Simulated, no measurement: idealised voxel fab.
Herein follows the process module entitled voxel plated lines.
FYI the section here is cut, 295 nm wide, cells are 5 nm squares.
For the purposes of this document, a cross-section shall be understood as a grid of square cells, specified as bands listed in top-to-bottom order, each band consisting of one or more rows of cells. It is stipulated that each band's entry specify, in nanometres, the height of the top of the band and then that of its bottom, followed by the materials of the band in left-to-right sequence, each together with its width in nanometres. A single material marked by the word "throughout" is understood to fill the band from edge to edge; the word "empty" is understood to denote empty space. Height datum 0, below which the as-received substrate wafer is one material. Lowest band open at the bottom, running downward: "0..down". The width entry "30..40" should be interpreted row by row: the top row of cells in the band takes the first number, the bottom row takes the second number, and the change between adjacent rows is uniform throughout. Step marked "left unchanged"? Then no cell in the cross-section changed in it. "Closed void inventory": empty spaces of 8 cells or more with no open way to the top, each given as width x height at distance, distance from the left edge, all in nm. On a step's line, text after the settings is the simulator commenting on that step. The "overlay nm" setting may appear on a step's line; for a step that uses a mask, it gives how far to the right of its planned position the mask lay, and a negative value indicates the left.
Intended process steps:
1,RECEIVE with material Si
2,CONFORMAL_DEP with material Al2O3, thk nm 10
3,DIRECTIONAL_DEP with material TiN, thk nm 5
4,PATTERN with tone open, mask id LINES, material resist, width nm 30, pitch nm 60, thk nm 20, overlay nm 0
5,EPI with material Ru, thk nm 10
6,STRIP with etch materials resist
7,DIRECTIONAL_ETCH with etch materials TiN, depth nm 5
8,CONFORMAL_DEP with material SiN, thk nm 10
As received, after step 1:
0..down: Si throughout
Closed void inventory: none
First wafer of two, sectioned at end of module; run went per plan:
35..25: 60 of empty, 50 of SiN, 10 of empty, 50 of SiN, 10 of empty, 50 of SiN, 65 of empty
25..20: 60 of empty, 10 of SiN, 30 of Ru, 10 of SiN, 10 of empty, 10 of SiN, 30 of Ru, 10 of SiN, 10 of empty, 10 of SiN, 30 of Ru, 10 of SiN, 65 of empty
20..15: 70 of SiN, 30 of Ru, 30 of SiN, 30 of Ru, 30 of SiN, 30 of Ru, 75 of SiN
15..10: 70 of SiN, 30 of TiN, 30 of SiN, 30 of TiN, 30 of SiN, 30 of TiN, 75 of SiN
10..0: Al2O3 throughout
0..down: Si throughout
Closed void inventory: none
Wafer two (of two), end-of-module cross-section: start = wafer one, plan = wafer one, one run mistake:
35..25: 55 of empty, 180 of SiN, 60 of empty
25..20: 55 of empty, 10 of SiN, 40 of Ru, 20 of SiN, 40 of Ru, 20 of SiN, 40 of Ru, 10 of SiN, 60 of empty
20..15: 65 of SiN, 40 of Ru, 20 of SiN, 40 of Ru, 20 of SiN, 40 of Ru, 70 of SiN
15..10: 65 of SiN, 40 of TiN, 20 of SiN, 40 of TiN, 20 of SiN, 40 of TiN, 70 of SiN
10..0: Al2O3 throughout
0..down: Si throughout
Closed void inventory: none
Want to know what went wrong? step 4 was processed under conditions differing from the plan, specifically as PATTERN with tone open, mask id LINES, material resist, width nm 40, pitch nm 60, thk nm 20, overlay nm 0
The second wafer ends with more or fewer cells of some materials than the first, per final count: Ru +12 | TiN +6
